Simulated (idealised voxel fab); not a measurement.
Name of the process module below: voxel capacitor over wiring
The cross-section shown here is cut; it is 205 nm wide and divided into square cells measuring 5 nm on a side.
Heads up, the way a cross-section reads in here is a grid of square cells, handed over as bands from the top down, with every band being one or more rows of cells.
In this notation a band is specified by the heights of its top and bottom, in that order and in nm, after which its materials appear from left to right, each paired with its width in nm. The word "edge to edge" attached to a single material means that material fills the band from edge to edge; the word "blank" stands for empty space.
Where do heights start? At 0: under that level the wafer as delivered is made of one material only. And the lowest band has no floor; it just carries on downward, as in "0 and below".
Graded width ("30->40"): value in top row of band = first number; value in bottom row = second number; row-to-row change constant.
The cross-section has no changed cell in any step marked "nothing got changed".
"Closed internal voids": empty spaces of 8 cells or more with no open way to the top, each given as width x height at distance, distance from the left edge, all in nm.
Heads up: the bit after the settings on a step's line is the simulator's remark on that step.
overlay nm: on a step with a mask, how far right of its planned place the mask lay; negative means left.
Process steps - plan
- 1: op RECEIVE | material Si
- 2: op CONFORMAL_DEP | material SiO2 | thk nm 10
- 3: op CONFORMAL_DEP | material SiCN | thk nm 5
- 4: op DIRECTIONAL_DEP | material SiO2 | thk nm 25
- 5: op MASKED_ETCH | tone open | mask id METAL_1 | width nm 15 | pitch nm 75 | etch materials SiO2 | depth nm 25 | overlay nm 0
- 6: op MASKED_ETCH | tone open | mask id METAL_1 | width nm 20 | pitch nm 75 | etch materials SiCN | depth nm 5 | overlay nm 0
- 7: op CONFORMAL_DEP | material TiN | thk nm 5
- 8: op FILL_DEP | material Cu | thk nm 5
- 9: op CMP | height nm 40
- 10: op CONFORMAL_DEP | material SiCN | thk nm 5
- 11: op DIRECTIONAL_DEP | material lowk | thk nm 20
- 12: op PATTERN | tone open | mask id PLUG_1 | material resist | width nm 15 | thk nm 20 | overlay nm 0
- 13: op DIRECTIONAL_ETCH | etch materials lowk | depth nm 20
- 14: op DIRECTIONAL_ETCH | etch materials SiCN | depth nm 5
- 15: op STRIP | etch materials resist
- 16: op EPI | material Ru | thk nm 10
- 17: op EPI | material Ru | thk nm 10
- 18: op EPI | material Ru | thk nm 5
- 19: op DIRECTIONAL_DEP | material TiN | thk nm 10
- 20: op DIRECTIONAL_DEP | material SiN | thk nm 5
- 21: op DIRECTIONAL_DEP | material TiN | thk nm 10
- 22: op PATTERN | tone cover | mask id UPPER_PLATE | material resist | width nm 60 | thk nm 15 | overlay nm 0
- 23: op DIRECTIONAL_ETCH | etch materials TiN | depth nm 10
- 24: op DIRECTIONAL_ETCH | etch materials SiN | depth nm 5
- 25: op STRIP | etch materials resist
- 26: op DIRECTIONAL_DEP | material aC | thk nm 15
- 27: op PATTERN | tone cover | mask id LOWER_PLATE | material resist | width nm 70 | thk nm 30 | overlay nm 0
- 28: op DIRECTIONAL_ETCH | etch materials aC | depth nm 15
- 29: op STRIP | etch materials resist
- 30: op DIRECTIONAL_ETCH | etch materials TiN | depth nm 10
- 31: op STRIP | etch materials aC
- 32: op FILL_DEP | material SiO2 | thk nm 15
- 33: op CMP | height nm 100
- 34: op PATTERN | tone open | mask id PLUG_2 | material resist | width nm 15 | thk nm 15 | overlay nm 0
- 35: op DIRECTIONAL_ETCH | etch materials SiO2 | depth nm 10
- 36: op STRIP | etch materials resist
- 37: op CONFORMAL_DEP | material TiN | thk nm 5
- 38: op FILL_DEP | material Ru | thk nm 5
- 39: op CMP | height nm 100
- 40: op CONFORMAL_DEP | material SiCN | thk nm 5
The wafers in this document start out alike and differ in the width nm applied at step 5; the plan shows the value used for the first wafer.
First of several wafers (as received, post step 1), cross-sectional view
  0 and below = Si edge to edge
  Closed internal voids: none
First of several wafers in cross-section at module end, following the final step, step 40
  105 down to 100 = SiCN edge to edge
  100 down to 95 = 70 SiO2 | 5 TiN | 5 Ru | 5 TiN | 120 SiO2
  95 down to 90 = 70 SiO2 | 15 TiN | 120 SiO2
  90 down to 80 = 60 SiO2 | 60 TiN | 85 SiO2
  80 down to 75 = 60 SiO2 | 60 SiN | 85 SiO2
  75 down to 65 = 55 SiO2 | 70 TiN | 80 SiO2
  65 down to 45 = 60 lowk | 15 Ru | 130 lowk
  45 down to 40 = 60 SiCN | 15 Ru | 130 SiCN
  40 down to 15 = 60 SiO2 | 5 TiN | 5 Cu | 5 TiN | 60 SiO2 | 5 TiN | 5 Cu | 5 TiN | 55 SiO2
  15 down to 10 = 60 SiCN | 15 TiN | 60 SiCN | 15 TiN | 55 SiCN
  10 down to 0 = SiO2 edge to edge
  0 and below = Si edge to edge
  Closed internal voids: none
X-section, last wafer, module end
  105 down to 100 = SiCN edge to edge
  100 down to 95 = 70 SiO2 | 5 TiN | 5 Ru | 5 TiN | 120 SiO2
  95 down to 90 = 70 SiO2 | 15 TiN | 120 SiO2
  90 down to 80 = 60 SiO2 | 60 TiN | 85 SiO2
  80 down to 75 = 60 SiO2 | 60 SiN | 85 SiO2
  75 down to 65 = 55 SiO2 | 70 TiN | 80 SiO2
  65 down to 45 = 60 lowk | 15 Ru | 130 lowk
  45 down to 40 = 60 SiCN | 15 Ru | 130 SiCN
  40 down to 20 = 50 SiO2 | 5 TiN | 25 Cu | 5 TiN | 40 SiO2 | 5 TiN | 25 Cu | 5 TiN | 45 SiO2
  20 down to 15 = 50 SiO2 | 10 TiN | 10 Cu | 15 TiN | 40 SiO2 | 10 TiN | 10 Cu | 15 TiN | 45 SiO2
  15 down to 10 = 55 SiCN | 20 TiN | 55 SiCN | 20 TiN | 55 SiCN
  10 down to 0 = SiO2 edge to edge
  0 and below = Si edge to edge
  Closed internal voids: none
The following table contains a row per wafer, in which are reported, at the conclusion of the module, the cells of each material gained (+) or lost (-) since the wafer's receipt, with its closed voids given thereafter
width nm 15 | +10 Cu | +16 Ru | +114 SiCN | +12 SiN | +474 SiO2 | +83 TiN | +152 lowk | Closed internal voids: none
width nm 20 | +20 Cu | +16 Ru | +112 SiCN | +12 SiN | +464 SiO2 | +85 TiN | +152 lowk | Closed internal voids: none
width nm 25 | +28 Cu | +16 Ru | +112 SiCN | +12 SiN | +454 SiO2 | +87 TiN | +152 lowk | Closed internal voids: none
width nm 30 | +36 Cu | +16 Ru | +112 SiCN | +12 SiN | +444 SiO2 | +89 TiN | +152 lowk | Closed internal voids: none
width nm 35 | +44 Cu | +16 Ru | +112 SiCN | +12 SiN | +434 SiO2 | +91 TiN | +152 lowk | Closed internal voids: none
